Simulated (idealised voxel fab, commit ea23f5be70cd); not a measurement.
This section sets out a process module, namely voxel capacitor over wiring.
Cross-sectional view cut (width: 215 nm; square cell size: 5 nm).
A cross-section in this document is a grid of square cells, and it is written down as bands, the top band listed before the ones below it; a band is made up of one or more rows of cells. For a band, the entry starts with two heights in nm, that of the top and then that of the bottom, and carries on with the band's materials in order from left to right, each alongside its width in nm; the word "all across" beside a single material means it fills the band edge to edge, and "blank" means empty space. Measure heights from 0. That's the level where, below it, the as-received wafer is all one material. The lowest band is bottomless and extends downward; write it as in "0..down". Width spec "30..40" -> top row of cells at first value, bottom row at second value, equal per-row change in between. "nothing changed" (step): cross-section cells unchanged, all of them. For the entry "Fully sealed voids", the listed items are empty spaces with no open way to the top whose size is 8 cells or more; each item follows the pattern width x height at distance, where distance is from the left edge and all three are in nm. after a step's settings: what the simulator itself notes on the step. "overlay nm", when on a step's line for a step with a mask, measures how far to the right of its planned place the mask lay; a negative measure means to the left.
PLANNED PROCESS STEPS
| 1 | op RECEIVE | material Si |
| 2 | op CONFORMAL_DEP | material SiO2 | thk nm 15 |
| 3 | op CONFORMAL_DEP | material SiN | thk nm 5 |
| 4 | op DIRECTIONAL_DEP | material lowk | thk nm 20 |
| 5 | op MASKED_ETCH | tone open | mask id METAL_1 | width nm 25 | pitch nm 95 | etch materials lowk | depth nm 20 | overlay nm 0 |
| 6 | op MASKED_ETCH | tone open | mask id METAL_1 | width nm 15 | pitch nm 95 | etch materials SiN | depth nm 5 | overlay nm 0 |
| 7 | op CONFORMAL_DEP | material TiN | thk nm 5 |
| 8 | op FILL_DEP | material W | thk nm 5 |
| 9 | op CMP | height nm 40 |
| 10 | op EPI | material Ru | thk nm 5 |
| 11 | op FILL_DEP | material SiCN | thk nm 5 |
| 12 | op DIRECTIONAL_DEP | material SiO2 | thk nm 10 |
| 13 | op PATTERN | tone open | mask id PLUG_1 | material resist | width nm 15 | thk nm 15 | overlay nm 0 |
| 14 | op DIRECTIONAL_ETCH | etch materials SiO2 | depth nm 10 |
| 15 | op DIRECTIONAL_ETCH | etch materials SiCN | depth nm 5 |
| 16 | op STRIP | etch materials resist |
| 17 | op CONFORMAL_DEP | material TiN | thk nm 5 |
| 18 | op FILL_DEP | material Ru | thk nm 5 |
| 19 | op CMP | height nm 60 |
| 20 | op DIRECTIONAL_DEP | material TiN | thk nm 10 |
| 21 | op DIRECTIONAL_DEP | material HfO2 | thk nm 5 |
| 22 | op DIRECTIONAL_DEP | material TiN | thk nm 10 |
| 23 | op DIRECTIONAL_DEP | material aC | thk nm 10 |
| 24 | op PATTERN | tone cover | mask id UPPER_PLATE | material resist | width nm 75 | thk nm 25 | overlay nm 0 |
| 25 | op DIRECTIONAL_ETCH | etch materials aC | depth nm 10 |
| 26 | op STRIP | etch materials resist |
| 27 | op DIRECTIONAL_ETCH | etch materials TiN | depth nm 10 |
| 28 | op DIRECTIONAL_ETCH | etch materials HfO2 | depth nm 5 |
| 29 | op STRIP | etch materials aC |
| 30 | op MASKED_ETCH | tone cover | mask id LOWER_PLATE | width nm 85 | etch materials TiN | depth nm 10 | overlay nm 0 |
| 31 | op FILL_DEP | material SiO2 | thk nm 20 |
| 32 | op CMP | height nm 100 |
| 33 | op PATTERN | tone open | mask id PLUG_2 | material resist | width nm 15 | thk nm 20 | overlay nm 0 |
| 34 | op DIRECTIONAL_ETCH | etch materials SiO2 | depth nm 15 |
| 35 | op STRIP | etch materials resist |
| 36 | op CONFORMAL_DEP | material TiN | thk nm 5 |
| 37 | op FILL_DEP | material Ru | thk nm 5 |
| 38 | op CMP | height nm 100 |
| 39 | op CONFORMAL_DEP | material SiN | thk nm 5 |
Wafers differ in width nm at step 6; plan lists the first wafer's value; identical starting state.
CROSS-SECTION OF THE FIRST OF SEVERAL RECEIVED WAFERS, SHOWING ITS STATE AFTER STEP 1
0..down | Si all across
Fully sealed voids: none
PER-WAFER ROWS BELOW. FOR EACH MATERIAL: CELLS GAINED (+) OR LOST (-) SINCE THE WAFER WAS RECEIVED, AS OF END OF MODULE. THEN: CLOSED VOIDS
width nm 15; +15 HfO2; +18 Ru; +69 SiCN; +80 SiN; +465 SiO2; +104 TiN; +20 W; +132 lowk; Fully sealed voids: none
width nm 20; +15 HfO2; +18 Ru; +69 SiCN; +78 SiN; +465 SiO2; +104 TiN; +22 W; +132 lowk; Fully sealed voids: none
width nm 25; +15 HfO2; +18 Ru; +69 SiCN; +76 SiN; +465 SiO2; +104 TiN; +24 W; +132 lowk; Fully sealed voids: none
width nm 30; +15 HfO2; +18 Ru; +69 SiCN; +76 SiN; +465 SiO2; +104 TiN; +24 W; +132 lowk; Fully sealed voids: none
width nm 35; +15 HfO2; +18 Ru; +69 SiCN; +76 SiN; +465 SiO2; +104 TiN; +24 W; +132 lowk; Fully sealed voids: none
width nm 40; +15 HfO2; +18 Ru; +69 SiCN; +76 SiN; +465 SiO2; +104 TiN; +24 W; +132 lowk; Fully sealed voids: none
